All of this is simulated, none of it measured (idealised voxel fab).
process module | voxel self aligned contacts
cross-section cut | 270 nm wide | cells 5 nm
A cross-section is a grid of square cells, given in bands from the top down. A band is one or more rows of cells.
Each band's line starts with the height of the band's top and of its bottom, in nm. Then come its materials from left to right, each with its width in nm. One material with "throughout" fills the band from edge to edge. "air" is empty space.
Height 0 is the level under which the wafer as received is all one material. The lowest band goes on downwards, as in "0 down".
A width such as "30 to 40" changes by the same amount from each row of cells to the next, from the band's top row to its bottom row.
"no change" after a step means that no cell of the cross-section changed.
closed voids: empty space of 8 cells or more with no open way to the top, each as width x height at its distance from the left edge, in nm
after a step's settings: what the simulator itself notes on the step
overlay nm, on a step with a mask: how far to the right of its planned place the mask lay; to the left if negative
plan
1 op RECEIVE | material Si
2 op OXIDIZE | depth nm 5
3 op DIRECTIONAL_DEP | material polySi | thk nm 20
4 op DIRECTIONAL_DEP | material SiN | thk nm 25
5 op PATTERN | tone cover | mask id GATE | material resist | width nm 35 | pitch nm 75 | thk nm 15 | overlay nm -15
6 op DIRECTIONAL_ETCH | etch materials SiN | depth nm 25
7 op DIRECTIONAL_ETCH | etch materials polySi | depth nm 20
8 op STRIP | etch materials resist
9 op CONFORMAL_DEP | material SiN | thk nm 10
10 op DIRECTIONAL_ETCH | etch materials SiN | depth nm 10
11 op FILL_DEP | material SiO2 | thk nm 20
12 op CMP | height nm 55
13 op MASKED_ETCH | tone open | mask id CONTACT | width nm 50 | etch materials SiO2 | depth nm 60 | overlay nm 0
14 op CONFORMAL_DEP | material TiN | thk nm 5
15 op FILL_DEP | material Ru | thk nm 5
16 op CMP | height nm 55
17 op CONFORMAL_DEP | material SiCN | thk nm 5
varied across the wafers: overlay nm of step 5. The plan shows the first wafer's value. All wafers start alike
first wafer as received, after step 1
  0 down: Si throughout
  closed voids: none
each wafer at the end: cells of each material gained (+) or lost (-) since it was received, then its closed voids
overlay nm -15 | +28 Ru | -54 Si | +54 SiCN | +142 SiN | +390 SiO2 | +32 TiN | +56 polySi | closed voids: none
overlay nm -10 | +28 Ru | -54 Si | +54 SiCN | +142 SiN | +390 SiO2 | +32 TiN | +56 polySi | closed voids: none
overlay nm -5 | +28 Ru | -54 Si | +54 SiCN | +142 SiN | +390 SiO2 | +32 TiN | +56 polySi | closed voids: none
overlay nm 0 | +28 Ru | -54 Si | +54 SiCN | +142 SiN | +390 SiO2 | +32 TiN | +56 polySi | closed voids: none
overlay nm 5 | +28 Ru | -54 Si | +54 SiCN | +142 SiN | +390 SiO2 | +32 TiN | +56 polySi | closed voids: none
overlay nm 10 | +28 Ru | -54 Si | +54 SiCN | +142 SiN | +390 SiO2 | +32 TiN | +56 polySi | closed voids: none
overlay nm 15 | +28 Ru | -54 Si | +54 SiCN | +142 SiN | +390 SiO2 | +32 TiN | +56 polySi | closed voids: none
